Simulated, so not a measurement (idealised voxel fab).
process module | voxel self aligned vias
cross-section cut | 250 nm wide | cells 5 nm
A cross-section is a grid of square cells, given in bands from the top down. A band is one or more rows of cells.
Each band's line starts with the height of the band's top and of its bottom, in nm. Then come its materials from left to right, each with its width in nm. One material with "throughout" fills the band from edge to edge. "air" is empty space.
Height 0 is the level under which the wafer as received is all one material. The lowest band goes on downwards, as in "0 down".
A width such as "30 to 40" changes by the same amount from each row of cells to the next, from the band's top row to its bottom row.
"no change" after a step means that no cell of the cross-section changed.
closed voids: empty space of 8 cells or more with no open way to the top, each as width x height at its distance from the left edge, in nm
after a step's settings: what the simulator itself notes on the step
overlay nm, on a step with a mask: how far to the right of its planned place the mask lay; to the left if negative
Each pair below shows a cross-section before one step and the cross-section after it, down to the lowest band that changed. The line under each pair gives the step between them, with its settings. The pairs can come from different runs of this module on the same starting wafer, so a pair continues from the pair above only where its "before" says so.
before
  0 down: Si throughout
  closed voids: none
after
  10 to 0: SiO2 throughout
  below 0: unchanged
  closed voids: none
the step between: op CONFORMAL_DEP | material SiO2 | thk nm 10
before: the cross-section after the pair above
after
  15 to 10: SiCN throughout
  below 10: unchanged
  closed voids: none
the step between: op CONFORMAL_DEP | material SiCN | thk nm 5
before: the cross-section after the pair above
after
  35 to 15: SiO2 throughout
  below 15: unchanged
  closed voids: none
the step between: op DIRECTIONAL_DEP | material SiO2 | thk nm 20
before: the cross-section after the pair above
after
  50 to 35: resist 55 | air 30 | resist 25 | air 30 | resist 25 | air 30 | resist 55
  below 35: unchanged
  closed voids: none
the step between: op PATTERN | tone open | mask id LINES | material resist | width nm 30 | pitch nm 55 | thk nm 15 | overlay nm 0
before: the cross-section after the pair above
after
  50 to 35: resist 55 | air 30 | resist 25 | air 30 | resist 25 | air 30 | resist 55
  35 to 15: SiO2 55 | air 30 | SiO2 25 | air 30 | SiO2 25 | air 30 | SiO2 55
  below 15: unchanged
  closed voids: none
the step between: op DIRECTIONAL_ETCH | etch materials SiO2 | depth nm 20
before: the cross-section after the pair above
after
  35 to 15: SiO2 55 | air 30 | SiO2 25 | air 30 | SiO2 25 | air 30 | SiO2 55
  below 15: unchanged
  closed voids: none
the step between: op STRIP | etch materials resist
before: the cross-section after the pair above
after
  40 to 35: TiN 60 | air 20 | TiN 35 | air 20 | TiN 35 | air 20 | TiN 60
  35 to 20: SiO2 55 | TiN 5 | air 20 | TiN 5 | SiO2 25 | TiN 5 | air 20 | TiN 5 | SiO2 25 | TiN 5 | air 20 | TiN 5 | SiO2 55
  20 to 15: SiO2 55 | TiN 30 | SiO2 25 | TiN 30 | SiO2 25 | TiN 30 | SiO2 55
  below 15: unchanged
  closed voids: none
the step between: op CONFORMAL_DEP | material TiN | thk nm 5
before: the cross-section after the pair above
after
  45 to 40: Ru throughout
  40 to 35: TiN 60 | Ru 20 | TiN 35 | Ru 20 | TiN 35 | Ru 20 | TiN 60
  35 to 20: SiO2 55 | TiN 5 | Ru 20 | TiN 5 | SiO2 25 | TiN 5 | Ru 20 | TiN 5 | SiO2 25 | TiN 5 | Ru 20 | TiN 5 | SiO2 55
  below 20: unchanged
  closed voids: none
the step between: op FILL_DEP | material Ru | thk nm 5
before: the cross-section after the pair above
after
  35 to 20: SiO2 55 | TiN 5 | Ru 20 | TiN 5 | SiO2 25 | TiN 5 | Ru 20 | TiN 5 | SiO2 25 | TiN 5 | Ru 20 | TiN 5 | SiO2 55
  below 20: unchanged
  closed voids: none
the step between: op CMP | height nm 35
before: the cross-section after the pair above
after
  35 to 30: SiO2 55 | air 30 | SiO2 25 | air 30 | SiO2 25 | air 30 | SiO2 55
  below 30: unchanged
  closed voids: none
the step between: op SELECTIVE_ETCH | etch materials W Ru TiN | depth nm 5
before: the cross-section after the pair above
after
  45 to 35: SiN throughout
  35 to 30: SiO2 55 | SiN 30 | SiO2 25 | SiN 30 | SiO2 25 | SiN 30 | SiO2 55
  below 30: unchanged
  closed voids: none
the step between: op FILL_DEP | material SiN | thk nm 10
before: the cross-section after the pair above
after
  35 to 30: SiO2 55 | SiN 30 | SiO2 25 | SiN 30 | SiO2 25 | SiN 30 | SiO2 55
  below 30: unchanged
  closed voids: none
the step between: op CMP | height nm 35
before: the cross-section after the pair above
after
  55 to 35: SiO2 throughout
  below 35: unchanged
  closed voids: none
the step between: op DIRECTIONAL_DEP | material SiO2 | thk nm 20
before: the cross-section after the pair above
after
  55 to 35: SiO2 50 | air 40 | SiO2 15 | air 40 | SiO2 15 | air 40 | SiO2 50
  below 35: unchanged
  closed voids: none
the step between: op MASKED_ETCH | tone open | mask id VIAS | width nm 40 | pitch nm 55 | etch materials SiO2 | depth nm 20 | overlay nm 0
before: the cross-section after the pair above
after
  55 to 35: SiO2 50 | air 40 | SiO2 15 | air 40 | SiO2 15 | air 40 | SiO2 50
  35 to 30: SiO2 55 | air 30 | SiO2 25 | air 30 | SiO2 25 | air 30 | SiO2 55
  below 30: unchanged
  closed voids: none
the step between: op MASKED_ETCH | tone open | mask id VIAS | width nm 40 | pitch nm 55 | etch materials SiN | depth nm 5 | overlay nm 0
before: the cross-section after the pair above
after
  60 to 55: TiN 55 | air 30 | TiN 25 | air 30 | TiN 25 | air 30 | TiN 55
  55 to 40: SiO2 50 | TiN 5 | air 30 | TiN 5 | SiO2 15 | TiN 5 | air 30 | TiN 5 | SiO2 15 | TiN 5 | air 30 | TiN 5 | SiO2 50
  40 to 35: SiO2 50 | TiN 10 | air 20 | TiN 10 | SiO2 15 | TiN 10 | air 20 | TiN 10 | SiO2 15 | TiN 10 | air 20 | TiN 10 | SiO2 50
  35 to 30: SiO2 55 | TiN 30 | SiO2 25 | TiN 30 | SiO2 25 | TiN 30 | SiO2 55
  below 30: unchanged
  closed voids: none
the step between: op CONFORMAL_DEP | material TiN | thk nm 5
before: the cross-section after the pair above
after
  70 to 60: Ru throughout
  60 to 55: TiN 55 | Ru 30 | TiN 25 | Ru 30 | TiN 25 | Ru 30 | TiN 55
  55 to 40: SiO2 50 | TiN 5 | Ru 30 | TiN 5 | SiO2 15 | TiN 5 | Ru 30 | TiN 5 | SiO2 15 | TiN 5 | Ru 30 | TiN 5 | SiO2 50
  40 to 35: SiO2 50 | TiN 10 | Ru 20 | TiN 10 | SiO2 15 | TiN 10 | Ru 20 | TiN 10 | SiO2 15 | TiN 10 | Ru 20 | TiN 10 | SiO2 50
  below 35: unchanged
  closed voids: none
the step between: op FILL_DEP | material Ru | thk nm 10
before: the cross-section after the pair above
after
  55 to 40: SiO2 50 | TiN 5 | Ru 30 | TiN 5 | SiO2 15 | TiN 5 | Ru 30 | TiN 5 | SiO2 15 | TiN 5 | Ru 30 | TiN 5 | SiO2 50
  below 40: unchanged
  closed voids: none
the step between: op CMP | height nm 55
before: the cross-section after the pair above
after
  60 to 55: SiCN throughout
  below 55: unchanged
  closed voids: none
the step between: op CONFORMAL_DEP | material SiCN | thk nm 5
before
  70 to 60: Ru throughout
  60 to 55: TiN 55 | Ru 30 | TiN 25 | Ru 30 | TiN 25 | Ru 30 | TiN 55
  55 to 40: SiO2 50 | TiN 5 | Ru 30 | TiN 5 | SiO2 15 | TiN 5 | Ru 30 | TiN 5 | SiO2 15 | TiN 5 | Ru 30 | TiN 5 | SiO2 50
  40 to 35: SiO2 50 | TiN 10 | Ru 20 | TiN 10 | SiO2 15 | TiN 10 | Ru 20 | TiN 10 | SiO2 15 | TiN 10 | Ru 20 | TiN 10 | SiO2 50
  35 to 30: SiO2 55 | TiN 30 | SiO2 25 | TiN 30 | SiO2 25 | TiN 30 | SiO2 55
  30 to 20: SiO2 55 | TiN 5 | Ru 20 | TiN 5 | SiO2 25 | TiN 5 | Ru 20 | TiN 5 | SiO2 25 | TiN 5 | Ru 20 | TiN 5 | SiO2 55
  20 to 15: SiO2 55 | TiN 30 | SiO2 25 | TiN 30 | SiO2 25 | TiN 30 | SiO2 55
  15 to 10: SiCN throughout
  10 to 0: SiO2 throughout
  0 down: Si throughout
  closed voids: none
after
  75 to 70: SiCN throughout
  below 70: unchanged
  closed voids: none
the step between: op CONFORMAL_DEP | material SiCN | thk nm 5
before
  55 to 35: SiO2 50 | air 40 | SiO2 15 | air 40 | SiO2 15 | air 40 | SiO2 50
  35 to 30: SiO2 55 | SiN 30 | SiO2 25 | SiN 30 | SiO2 25 | SiN 30 | SiO2 55
  30 to 20: SiO2 55 | TiN 5 | Ru 20 | TiN 5 | SiO2 25 | TiN 5 | Ru 20 | TiN 5 | SiO2 25 | TiN 5 | Ru 20 | TiN 5 | SiO2 55
  20 to 15: SiO2 55 | TiN 30 | SiO2 25 | TiN 30 | SiO2 25 | TiN 30 | SiO2 55
  15 to 10: SiCN throughout
  10 to 0: SiO2 throughout
  0 down: Si throughout
  closed voids: none
after
  55 to 35: SiO2 50 | air 40 | SiO2 15 | air 40 | SiO2 15 | air 40 | SiO2 50
  35 to 30: SiO2 50 | air 5 | SiN 30 | air 5 | SiO2 15 | air 5 | SiN 30 | air 5 | SiO2 15 | air 5 | SiN 30 | air 5 | SiO2 50
  30 to 20: SiO2 50 | air 5 | TiN 5 | Ru 20 | TiN 5 | air 5 | SiO2 15 | air 5 | TiN 5 | Ru 20 | TiN 5 | air 5 | SiO2 15 | air 5 | TiN 5 | Ru 20 | TiN 5 | air 5 | SiO2 50
  20 to 15: SiO2 50 | air 5 | TiN 30 | air 5 | SiO2 15 | air 5 | TiN 30 | air 5 | SiO2 15 | air 5 | TiN 30 | air 5 | SiO2 50
  below 15: unchanged
  closed voids: none
the step between: op MASKED_ETCH | tone open | mask id VIAS | width nm 40 | pitch nm 55 | etch materials SiO2 | depth nm 20 | overlay nm 0
before: the cross-section after the pair above
after
  55 to 30: SiO2 50 | air 40 | SiO2 15 | air 40 | SiO2 15 | air 40 | SiO2 50
  below 30: unchanged
  closed voids: none
the step between: op MASKED_ETCH | tone open | mask id VIAS | width nm 40 | pitch nm 55 | etch materials SiN | depth nm 5 | overlay nm 0
before: the cross-section after the pair above
after
  60 to 55: TiN 55 | air 30 | TiN 25 | air 30 | TiN 25 | air 30 | TiN 55
  55 to 35: SiO2 50 | TiN 5 | air 30 | TiN 5 | SiO2 15 | TiN 5 | air 30 | TiN 5 | SiO2 15 | TiN 5 | air 30 | TiN 5 | SiO2 50
  35 to 30: SiO2 50 | TiN 40 | SiO2 15 | TiN 40 | SiO2 15 | TiN 40 | SiO2 50
  30 to 20: SiO2 50 | TiN 10 | Ru 20 | TiN 10 | SiO2 15 | TiN 10 | Ru 20 | TiN 10 | SiO2 15 | TiN 10 | Ru 20 | TiN 10 | SiO2 50
  20 to 15: SiO2 50 | TiN 40 | SiO2 15 | TiN 40 | SiO2 15 | TiN 40 | SiO2 50
  below 15: unchanged
  closed voids: none
the step between: op CONFORMAL_DEP | material TiN | thk nm 5
before: the cross-section after the pair above
after
  70 to 60: Ru throughout
  60 to 55: TiN 55 | Ru 30 | TiN 25 | Ru 30 | TiN 25 | Ru 30 | TiN 55
  55 to 35: SiO2 50 | TiN 5 | Ru 30 | TiN 5 | SiO2 15 | TiN 5 | Ru 30 | TiN 5 | SiO2 15 | TiN 5 | Ru 30 | TiN 5 | SiO2 50
  below 35: unchanged
  closed voids: none
the step between: op FILL_DEP | material Ru | thk nm 10
before: the cross-section after the pair above
after
  55 to 35: SiO2 50 | TiN 5 | Ru 30 | TiN 5 | SiO2 15 | TiN 5 | Ru 30 | TiN 5 | SiO2 15 | TiN 5 | Ru 30 | TiN 5 | SiO2 50
  below 35: unchanged
  closed voids: none
the step between: op CMP | height nm 55
before: the cross-section after the pair above
after
  60 to 55: SiCN throughout
  below 55: unchanged
  closed voids: none
the step between: op CONFORMAL_DEP | material SiCN | thk nm 5
before
  10 to 0: SiO2 throughout
  0 down: Si throughout
  closed voids: none
after
  30 to 0: SiO2 throughout
  below 0: unchanged
  closed voids: none
the step between: op DIRECTIONAL_DEP | material SiO2 | thk nm 20
before: the cross-section after the pair above
after
  35 to 30: SiCN throughout
  below 30: unchanged
  closed voids: none
the step between: op CONFORMAL_DEP | material SiCN | thk nm 5
before: the cross-section after the pair above
after
  50 to 35: resist 55 | air 30 | resist 25 | air 30 | resist 25 | air 30 | resist 55
  below 35: unchanged
  closed voids: none
the step between: op PATTERN | tone open | mask id LINES | material resist | width nm 30 | pitch nm 55 | thk nm 15 | overlay nm 0
before: the cross-section after the pair above
after
  35 to 30: SiCN throughout
  below 30: unchanged
  closed voids: none
the step between: op STRIP | etch materials resist
before: the cross-section after the pair above
after
  40 to 35: TiN throughout
  below 35: unchanged
  closed voids: none
the step between: op CONFORMAL_DEP | material TiN | thk nm 5
before: the cross-section after the pair above
after
  45 to 40: Ru throughout
  below 40: unchanged
  closed voids: none
the step between: op FILL_DEP | material Ru | thk nm 5
before: the cross-section after the pair above
after
  35 to 30: SiCN throughout
  below 30: unchanged
  closed voids: none
the step between: op CMP | height nm 35
before: the cross-section after the pair above
after
  45 to 35: SiN throughout
  below 35: unchanged
  closed voids: none
the step between: op FILL_DEP | material SiN | thk nm 10
before: the cross-section after the pair above
after
  35 to 30: SiCN throughout
  below 30: unchanged
  closed voids: none
the step between: op CMP | height nm 35
before: the cross-section after the pair above
after
  55 to 35: SiO2 throughout
  below 35: unchanged
  closed voids: none
the step between: op DIRECTIONAL_DEP | material SiO2 | thk nm 20
before: the cross-section after the pair above
after
  55 to 35: SiO2 50 | air 40 | SiO2 15 | air 40 | SiO2 15 | air 40 | SiO2 50
  below 35: unchanged
  closed voids: none
the step between: op MASKED_ETCH | tone open | mask id VIAS | width nm 40 | pitch nm 55 | etch materials SiO2 | depth nm 20 | overlay nm 0
before: the cross-section after the pair above
after
  60 to 55: TiN 55 | air 30 | TiN 25 | air 30 | TiN 25 | air 30 | TiN 55
  55 to 40: SiO2 50 | TiN 5 | air 30 | TiN 5 | SiO2 15 | TiN 5 | air 30 | TiN 5 | SiO2 15 | TiN 5 | air 30 | TiN 5 | SiO2 50
  40 to 35: SiO2 50 | TiN 40 | SiO2 15 | TiN 40 | SiO2 15 | TiN 40 | SiO2 50
  below 35: unchanged
  closed voids: none
the step between: op CONFORMAL_DEP | material TiN | thk nm 5
before: the cross-section after the pair above
after
  70 to 60: Ru throughout
  60 to 55: TiN 55 | Ru 30 | TiN 25 | Ru 30 | TiN 25 | Ru 30 | TiN 55
  55 to 40: SiO2 50 | TiN 5 | Ru 30 | TiN 5 | SiO2 15 | TiN 5 | Ru 30 | TiN 5 | SiO2 15 | TiN 5 | Ru 30 | TiN 5 | SiO2 50
  below 40: unchanged
  closed voids: none
the step between: op FILL_DEP | material Ru | thk nm 10
before: the cross-section after the pair above
after
  55 to 40: SiO2 50 | TiN 5 | Ru 30 | TiN 5 | SiO2 15 | TiN 5 | Ru 30 | TiN 5 | SiO2 15 | TiN 5 | Ru 30 | TiN 5 | SiO2 50
  below 40: unchanged
  closed voids: none
the step between: op CMP | height nm 55
before: the cross-section after the pair above
after
  60 to 55: SiCN throughout
  below 55: unchanged
  closed voids: none
the step between: op CONFORMAL_DEP | material SiCN | thk nm 5
before
  35 to 20: SiO2 55 | TiN 5 | Ru 20 | TiN 5 | SiO2 25 | TiN 5 | Ru 20 | TiN 5 | SiO2 25 | TiN 5 | Ru 20 | TiN 5 | SiO2 55
  20 to 15: SiO2 55 | TiN 30 | SiO2 25 | TiN 30 | SiO2 25 | TiN 30 | SiO2 55
  15 to 10: SiCN throughout
  10 to 0: SiO2 throughout
  0 down: Si throughout
  closed voids: none
after
  35 to 20: SiO2 55 | air 30 | SiO2 25 | air 30 | SiO2 25 | air 30 | SiO2 55
  below 20: unchanged
  closed voids: none
the step between: op SELECTIVE_ETCH | etch materials W Ru TiN | depth nm 15
before: the cross-section after the pair above
after
  45 to 35: SiN throughout
  35 to 20: SiO2 55 | SiN 30 | SiO2 25 | SiN 30 | SiO2 25 | SiN 30 | SiO2 55
  below 20: unchanged
  closed voids: none
the step between: op FILL_DEP | material SiN | thk nm 10
before: the cross-section after the pair above
after
  35 to 20: SiO2 55 | SiN 30 | SiO2 25 | SiN 30 | SiO2 25 | SiN 30 | SiO2 55
  below 20: unchanged
  closed voids: none
the step between: op CMP | height nm 35
before: the cross-section after the pair above
after
  55 to 35: SiO2 throughout
  below 35: unchanged
  closed voids: none
the step between: op DIRECTIONAL_DEP | material SiO2 | thk nm 20
before: the cross-section after the pair above
after
  55 to 35: SiO2 50 | air 40 | SiO2 15 | air 40 | SiO2 15 | air 40 | SiO2 50
  below 35: unchanged
  closed voids: none
the step between: op MASKED_ETCH | tone open | mask id VIAS | width nm 40 | pitch nm 55 | etch materials SiO2 | depth nm 20 | overlay nm 0
before: the cross-section after the pair above
after
  55 to 35: SiO2 50 | air 40 | SiO2 15 | air 40 | SiO2 15 | air 40 | SiO2 50
  35 to 30: SiO2 55 | air 30 | SiO2 25 | air 30 | SiO2 25 | air 30 | SiO2 55
  below 30: unchanged
  closed voids: none
the step between: op MASKED_ETCH | tone open | mask id VIAS | width nm 40 | pitch nm 55 | etch materials SiN | depth nm 5 | overlay nm 0
before: the cross-section after the pair above
after
  60 to 55: TiN 55 | air 30 | TiN 25 | air 30 | TiN 25 | air 30 | TiN 55
  55 to 40: SiO2 50 | TiN 5 | air 30 | TiN 5 | SiO2 15 | TiN 5 | air 30 | TiN 5 | SiO2 15 | TiN 5 | air 30 | TiN 5 | SiO2 50
  40 to 35: SiO2 50 | TiN 10 | air 20 | TiN 10 | SiO2 15 | TiN 10 | air 20 | TiN 10 | SiO2 15 | TiN 10 | air 20 | TiN 10 | SiO2 50
  35 to 30: SiO2 55 | TiN 30 | SiO2 25 | TiN 30 | SiO2 25 | TiN 30 | SiO2 55
  below 30: unchanged
  closed voids: none
the step between: op CONFORMAL_DEP | material TiN | thk nm 5
before: the cross-section after the pair above
after
  70 to 60: Ru throughout
  60 to 55: TiN 55 | Ru 30 | TiN 25 | Ru 30 | TiN 25 | Ru 30 | TiN 55
  55 to 40: SiO2 50 | TiN 5 | Ru 30 | TiN 5 | SiO2 15 | TiN 5 | Ru 30 | TiN 5 | SiO2 15 | TiN 5 | Ru 30 | TiN 5 | SiO2 50
  40 to 35: SiO2 50 | TiN 10 | Ru 20 | TiN 10 | SiO2 15 | TiN 10 | Ru 20 | TiN 10 | SiO2 15 | TiN 10 | Ru 20 | TiN 10 | SiO2 50
  below 35: unchanged
  closed voids: none
the step between: op FILL_DEP | material Ru | thk nm 10
before: the cross-section after the pair above
after
  55 to 40: SiO2 50 | TiN 5 | Ru 30 | TiN 5 | SiO2 15 | TiN 5 | Ru 30 | TiN 5 | SiO2 15 | TiN 5 | Ru 30 | TiN 5 | SiO2 50
  below 40: unchanged
  closed voids: none
the step between: op CMP | height nm 55
before: the cross-section after the pair above
after
  60 to 55: SiCN throughout
  below 55: unchanged
  closed voids: none
the step between: op CONFORMAL_DEP | material SiCN | thk nm 5
before
  35 to 15: SiO2 throughout
  15 to 10: SiCN throughout
  10 to 0: SiO2 throughout
  0 down: Si throughout
  closed voids: none
after
  50 to 35: resist 55 | air 35 | resist 20 | air 35 | resist 20 | air 35 | resist 50
  below 35: unchanged
  closed voids: none
the step between: op PATTERN | tone open | mask id LINES | material resist | width nm 35 | pitch nm 55 | thk nm 15 | overlay nm 0
before: the cross-section after the pair above
after
  50 to 35: resist 55 | air 35 | resist 20 | air 35 | resist 20 | air 35 | resist 50
  35 to 15: SiO2 55 | air 35 | SiO2 20 | air 35 | SiO2 20 | air 35 | SiO2 50
  below 15: unchanged
  closed voids: none
the step between: op DIRECTIONAL_ETCH | etch materials SiO2 | depth nm 20
before: the cross-section after the pair above
after
  35 to 15: SiO2 55 | air 35 | SiO2 20 | air 35 | SiO2 20 | air 35 | SiO2 50
  below 15: unchanged
  closed voids: none
the step between: op STRIP | etch materials resist
before: the cross-section after the pair above
after
  40 to 35: TiN 60 | air 25 | TiN 30 | air 25 | TiN 30 | air 25 | TiN 55
  35 to 20: SiO2 55 | TiN 5 | air 25 | TiN 5 | SiO2 20 | TiN 5 | air 25 | TiN 5 | SiO2 20 | TiN 5 | air 25 | TiN 5 | SiO2 50
  20 to 15: SiO2 55 | TiN 35 | SiO2 20 | TiN 35 | SiO2 20 | TiN 35 | SiO2 50
  below 15: unchanged
  closed voids: none
the step between: op CONFORMAL_DEP | material TiN | thk nm 5
before: the cross-section after the pair above
after
  45 to 40: Ru throughout
  40 to 35: TiN 60 | Ru 25 | TiN 30 | Ru 25 | TiN 30 | Ru 25 | TiN 55
  35 to 20: SiO2 55 | TiN 5 | Ru 25 | TiN 5 | SiO2 20 | TiN 5 | Ru 25 | TiN 5 | SiO2 20 | TiN 5 | Ru 25 | TiN 5 | SiO2 50
  below 20: unchanged
  closed voids: none
the step between: op FILL_DEP | material Ru | thk nm 5
before: the cross-section after the pair above
after
  35 to 20: SiO2 55 | TiN 5 | Ru 25 | TiN 5 | SiO2 20 | TiN 5 | Ru 25 | TiN 5 | SiO2 20 | TiN 5 | Ru 25 | TiN 5 | SiO2 50
  below 20: unchanged
  closed voids: none
the step between: op CMP | height nm 35
before: the cross-section after the pair above
after
  35 to 30: SiO2 55 | air 35 | SiO2 20 | air 35 | SiO2 20 | air 35 | SiO2 50
  below 30: unchanged
  closed voids: none
the step between: op SELECTIVE_ETCH | etch materials W Ru TiN | depth nm 5
before: the cross-section after the pair above
after
  45 to 35: SiN throughout
  35 to 30: SiO2 55 | SiN 35 | SiO2 20 | SiN 35 | SiO2 20 | SiN 35 | SiO2 50
  below 30: unchanged
  closed voids: none
the step between: op FILL_DEP | material SiN | thk nm 10
before: the cross-section after the pair above
after
  35 to 30: SiO2 55 | SiN 35 | SiO2 20 | SiN 35 | SiO2 20 | SiN 35 | SiO2 50
  below 30: unchanged
  closed voids: none
the step between: op CMP | height nm 35
before: the cross-section after the pair above
after
  55 to 35: SiO2 throughout
  below 35: unchanged
  closed voids: none
the step between: op DIRECTIONAL_DEP | material SiO2 | thk nm 20
before: the cross-section after the pair above
after
  55 to 35: SiO2 50 | air 40 | SiO2 15 | air 40 | SiO2 15 | air 40 | SiO2 50
  below 35: unchanged
  closed voids: none
the step between: op MASKED_ETCH | tone open | mask id VIAS | width nm 40 | pitch nm 55 | etch materials SiO2 | depth nm 20 | overlay nm 0
before: the cross-section after the pair above
after
  55 to 35: SiO2 50 | air 40 | SiO2 15 | air 40 | SiO2 15 | air 40 | SiO2 50
  35 to 30: SiO2 55 | air 35 | SiO2 20 | air 35 | SiO2 20 | air 35 | SiO2 50
  below 30: unchanged
  closed voids: none
the step between: op MASKED_ETCH | tone open | mask id VIAS | width nm 40 | pitch nm 55 | etch materials SiN | depth nm 5 | overlay nm 0
before: the cross-section after the pair above
after
  60 to 55: TiN 55 | air 30 | TiN 25 | air 30 | TiN 25 | air 30 | TiN 55
  55 to 40: SiO2 50 | TiN 5 | air 30 | TiN 5 | SiO2 15 | TiN 5 | air 30 | TiN 5 | SiO2 15 | TiN 5 | air 30 | TiN 5 | SiO2 50
  40 to 35: SiO2 50 | TiN 10 | air 25 | TiN 5 | SiO2 15 | TiN 10 | air 25 | TiN 5 | SiO2 15 | TiN 10 | air 25 | TiN 5 | SiO2 50
  35 to 30: SiO2 55 | TiN 35 | SiO2 20 | TiN 35 | SiO2 20 | TiN 35 | SiO2 50
  below 30: unchanged
  closed voids: none
the step between: op CONFORMAL_DEP | material TiN | thk nm 5
before: the cross-section after the pair above
after
  70 to 60: Ru throughout
  60 to 55: TiN 55 | Ru 30 | TiN 25 | Ru 30 | TiN 25 | Ru 30 | TiN 55
  55 to 40: SiO2 50 | TiN 5 | Ru 30 | TiN 5 | SiO2 15 | TiN 5 | Ru 30 | TiN 5 | SiO2 15 | TiN 5 | Ru 30 | TiN 5 | SiO2 50
  40 to 35: SiO2 50 | TiN 10 | Ru 25 | TiN 5 | SiO2 15 | TiN 10 | Ru 25 | TiN 5 | SiO2 15 | TiN 10 | Ru 25 | TiN 5 | SiO2 50
  below 35: unchanged
  closed voids: none
the step between: op FILL_DEP | material Ru | thk nm 10
before: the cross-section after the pair above
after
  55 to 40: SiO2 50 | TiN 5 | Ru 30 | TiN 5 | SiO2 15 | TiN 5 | Ru 30 | TiN 5 | SiO2 15 | TiN 5 | Ru 30 | TiN 5 | SiO2 50
  below 40: unchanged
  closed voids: none
the step between: op CMP | height nm 55
before: the cross-section after the pair above
after
  60 to 55: SiCN throughout
  below 55: unchanged
  closed voids: none
the step between: op CONFORMAL_DEP | material SiCN | thk nm 5
before
  35 to 15: SiO2 throughout
  15 to 10: SiCN throughout
  10 to 0: SiO2 throughout
  0 down: Si throughout
  closed voids: none
after
  50 to 35: resist 45 | air 30 | resist 25 | air 30 | resist 25 | air 30 | resist 65
  below 35: unchanged
  closed voids: none
the step between: op PATTERN | tone open | mask id LINES | material resist | width nm 30 | pitch nm 55 | thk nm 15 | overlay nm -10
before: the cross-section after the pair above
after
  50 to 35: resist 45 | air 30 | resist 25 | air 30 | resist 25 | air 30 | resist 65
  35 to 15: SiO2 45 | air 30 | SiO2 25 | air 30 | SiO2 25 | air 30 | SiO2 65
  below 15: unchanged
  closed voids: none
the step between: op DIRECTIONAL_ETCH | etch materials SiO2 | depth nm 20
before: the cross-section after the pair above
after
  35 to 15: SiO2 45 | air 30 | SiO2 25 | air 30 | SiO2 25 | air 30 | SiO2 65
  below 15: unchanged
  closed voids: none
the step between: op STRIP | etch materials resist
before: the cross-section after the pair above
after
  40 to 35: TiN 50 | air 20 | TiN 35 | air 20 | TiN 35 | air 20 | TiN 70
  35 to 20: SiO2 45 | TiN 5 | air 20 | TiN 5 | SiO2 25 | TiN 5 | air 20 | TiN 5 | SiO2 25 | TiN 5 | air 20 | TiN 5 | SiO2 65
  20 to 15: SiO2 45 | TiN 30 | SiO2 25 | TiN 30 | SiO2 25 | TiN 30 | SiO2 65
  below 15: unchanged
  closed voids: none
the step between: op CONFORMAL_DEP | material TiN | thk nm 5
before: the cross-section after the pair above
after
  45 to 40: Ru throughout
  40 to 35: TiN 50 | Ru 20 | TiN 35 | Ru 20 | TiN 35 | Ru 20 | TiN 70
  35 to 20: SiO2 45 | TiN 5 | Ru 20 | TiN 5 | SiO2 25 | TiN 5 | Ru 20 | TiN 5 | SiO2 25 | TiN 5 | Ru 20 | TiN 5 | SiO2 65
  below 20: unchanged
  closed voids: none
the step between: op FILL_DEP | material Ru | thk nm 5
before: the cross-section after the pair above
after
  35 to 20: SiO2 45 | TiN 5 | Ru 20 | TiN 5 | SiO2 25 | TiN 5 | Ru 20 | TiN 5 | SiO2 25 | TiN 5 | Ru 20 | TiN 5 | SiO2 65
  below 20: unchanged
  closed voids: none
the step between: op CMP | height nm 35
before: the cross-section after the pair above
after
  35 to 30: SiO2 45 | air 30 | SiO2 25 | air 30 | SiO2 25 | air 30 | SiO2 65
  below 30: unchanged
  closed voids: none
the step between: op SELECTIVE_ETCH | etch materials W Ru TiN | depth nm 5
before: the cross-section after the pair above
after
  45 to 35: SiN throughout
  35 to 30: SiO2 45 | SiN 30 | SiO2 25 | SiN 30 | SiO2 25 | SiN 30 | SiO2 65
  below 30: unchanged
  closed voids: none
the step between: op FILL_DEP | material SiN | thk nm 10
before: the cross-section after the pair above
after
  35 to 30: SiO2 45 | SiN 30 | SiO2 25 | SiN 30 | SiO2 25 | SiN 30 | SiO2 65
  below 30: unchanged
  closed voids: none
the step between: op CMP | height nm 35
before: the cross-section after the pair above
after
  55 to 35: SiO2 throughout
  below 35: unchanged
  closed voids: none
the step between: op DIRECTIONAL_DEP | material SiO2 | thk nm 20
before: the cross-section after the pair above
after
  55 to 35: SiO2 50 | air 40 | SiO2 15 | air 40 | SiO2 15 | air 40 | SiO2 50
  below 35: unchanged
  closed voids: none
the step between: op MASKED_ETCH | tone open | mask id VIAS | width nm 40 | pitch nm 55 | etch materials SiO2 | depth nm 20 | overlay nm 0
before: the cross-section after the pair above
after
  55 to 35: SiO2 50 | air 40 | SiO2 15 | air 40 | SiO2 15 | air 40 | SiO2 50
  35 to 30: SiO2 45 | SiN 5 | air 25 | SiO2 25 | SiN 5 | air 25 | SiO2 25 | SiN 5 | air 25 | SiO2 65
  below 30: unchanged
  closed voids: none
the step between: op MASKED_ETCH | tone open | mask id VIAS | width nm 40 | pitch nm 55 | etch materials SiN | depth nm 5 | overlay nm 0
before: the cross-section after the pair above
after
  60 to 55: TiN 55 | air 30 | TiN 25 | air 30 | TiN 25 | air 30 | TiN 55
  55 to 40: SiO2 50 | TiN 5 | air 30 | TiN 5 | SiO2 15 | TiN 5 | air 30 | TiN 5 | SiO2 15 | TiN 5 | air 30 | TiN 5 | SiO2 50
  40 to 35: SiO2 50 | TiN 5 | air 15 | TiN 20 | SiO2 15 | TiN 5 | air 15 | TiN 20 | SiO2 15 | TiN 5 | air 15 | TiN 20 | SiO2 50
  35 to 30: SiO2 45 | SiN 5 | TiN 25 | SiO2 25 | SiN 5 | TiN 25 | SiO2 25 | SiN 5 | TiN 25 | SiO2 65
  below 30: unchanged
  closed voids: none
the step between: op CONFORMAL_DEP | material TiN | thk nm 5
before: the cross-section after the pair above
after
  70 to 60: Ru throughout
  60 to 55: TiN 55 | Ru 30 | TiN 25 | Ru 30 | TiN 25 | Ru 30 | TiN 55
  55 to 40: SiO2 50 | TiN 5 | Ru 30 | TiN 5 | SiO2 15 | TiN 5 | Ru 30 | TiN 5 | SiO2 15 | TiN 5 | Ru 30 | TiN 5 | SiO2 50
  40 to 35: SiO2 50 | TiN 5 | Ru 15 | TiN 20 | SiO2 15 | TiN 5 | Ru 15 | TiN 20 | SiO2 15 | TiN 5 | Ru 15 | TiN 20 | SiO2 50
  below 35: unchanged
  closed voids: none
the step between: op FILL_DEP | material Ru | thk nm 10
before: the cross-section after the pair above
after
  55 to 40: SiO2 50 | TiN 5 | Ru 30 | TiN 5 | SiO2 15 | TiN 5 | Ru 30 | TiN 5 | SiO2 15 | TiN 5 | Ru 30 | TiN 5 | SiO2 50
  below 40: unchanged
  closed voids: none
the step between: op CMP | height nm 55
before: the cross-section after the pair above
after
  60 to 55: SiCN throughout
  below 55: unchanged
  closed voids: none
the step between: op CONFORMAL_DEP | material SiCN | thk nm 5
before
  15 to 10: SiCN throughout
  10 to 0: SiO2 throughout
  0 down: Si throughout
  closed voids: none
after
  35 to 15: SiN throughout
  below 15: unchanged
  closed voids: none
the step between: op DIRECTIONAL_DEP | material SiN | thk nm 20
